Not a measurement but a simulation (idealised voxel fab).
Process module name: voxel fin reveal
The figure presents cross-section cut, which has a width of 290 nm and is divided into square cells with an edge length of 5 nm.
Cross-section format: a grid of square cells, given as bands from top to bottom; each band is one or more rows of cells.
Heights first: top, then bottom, in nm. Then materials, left to right, each with a width in nm. "full width" on a single material: fills the band edge to edge. "air": empty space.
Basically, 0 is our baseline, since under it the wafer straight out of the box is all one material. The bottom band has no lower end and keeps on going down, so it looks like "0 -> down".
Width: "30->40" (first number = top row, second number = bottom row, same change from row to row of cells).
The designation "all unchanged", where it is given for a processing step, indicates that no cell of the cross-section was altered in the course of that step.
Listed closed voids: empty space of 8 cells or more with no open way to the top, each as width x height at its distance from the left edge, in nm
Whatever follows a step's settings on its line is a remark the simulator itself makes about that step.
overlay nm: step with mask; distance mask lay right of planned place; negative value = left of planned place.
The process steps that were planned are listed below
- 1: RECEIVE [material Si]
- 2: CONFORMAL_DEP [material SiN] [thk nm 5]
- 3: DIRECTIONAL_DEP [material aC] [thk nm 15]
- 4: PATTERN [tone cover] [mask id FINS] [material resist] [width nm 15] [pitch nm 35] [thk nm 30] [overlay nm 0]
- 5: DIRECTIONAL_ETCH [etch materials aC] [depth nm 15]
- 6: STRIP [etch materials resist]
- 7: DIRECTIONAL_ETCH [etch materials SiN] [depth nm 5]
- 8: DIRECTIONAL_ETCH [etch materials Si] [depth nm 35]
- 9: STRIP [etch materials aC]
- 10: OXIDIZE [depth nm 5]
- 11: FILL_DEP [material SiO2] [thk nm 15]
- 12: CMP [height nm 5]
- 13: SELECTIVE_ETCH [etch materials SiO2] [depth nm 25]
- 14: STRIP [etch materials SiN]
- 15: CONFORMAL_DEP [material SiO2] [thk nm 5]
Cross-section: wafer on arrival = after step 1
0 -> down: Si full width
Listed closed voids: none
Cross-section: first of two wafers, module finished, run according to plan
5 -> 0: 85 nm air, then 15 nm SiO2, then 20 nm air, then 15 nm SiO2, then 20 nm air, then 15 nm SiO2, then 20 nm air, then 15 nm SiO2, then 85 nm air
0 -> -15: 85 nm air, then 5 nm SiO2, then 5 nm Si, then 5 nm SiO2, then 20 nm air, then 5 nm SiO2, then 5 nm Si, then 5 nm SiO2, then 20 nm air, then 5 nm SiO2, then 5 nm Si, then 5 nm SiO2, then 20 nm air, then 5 nm SiO2, then 5 nm Si, then 5 nm SiO2, then 85 nm air
-15 -> -40: 90 nm SiO2, then 5 nm Si, then 30 nm SiO2, then 5 nm Si, then 30 nm SiO2, then 5 nm Si, then 30 nm SiO2, then 5 nm Si, then 90 nm SiO2
-40 -> down: Si full width
Listed closed voids: none
This is the second of the two wafers, cross-sectioned at the end of the module; it started exactly like the first and was given the same plan, but it was run with one mistake
5 -> 0: 80 nm air, then 15 nm SiO2, then 20 nm air, then 15 nm SiO2, then 20 nm air, then 15 nm SiO2, then 20 nm air, then 15 nm SiO2, then 90 nm air
0 -> -15: 80 nm air, then 5 nm SiO2, then 5 nm Si, then 5 nm SiO2, then 20 nm air, then 5 nm SiO2, then 5 nm Si, then 5 nm SiO2, then 20 nm air, then 5 nm SiO2, then 5 nm Si, then 5 nm SiO2, then 20 nm air, then 5 nm SiO2, then 5 nm Si, then 5 nm SiO2, then 90 nm air
-15 -> -40: 85 nm SiO2, then 5 nm Si, then 30 nm SiO2, then 5 nm Si, then 30 nm SiO2, then 5 nm Si, then 30 nm SiO2, then 5 nm Si, then 95 nm SiO2
-40 -> down: Si full width
Listed closed voids: none
Want to know what went wrong? step 4 went in with a setting other than planned; the actual run was PATTERN [tone cover] [mask id FINS] [material resist] [width nm 15] [pitch nm 35] [thk nm 30] [overlay nm -5]
Matching per-material cell counts, mismatched positions: that is how the second wafer compares with the first at the end.
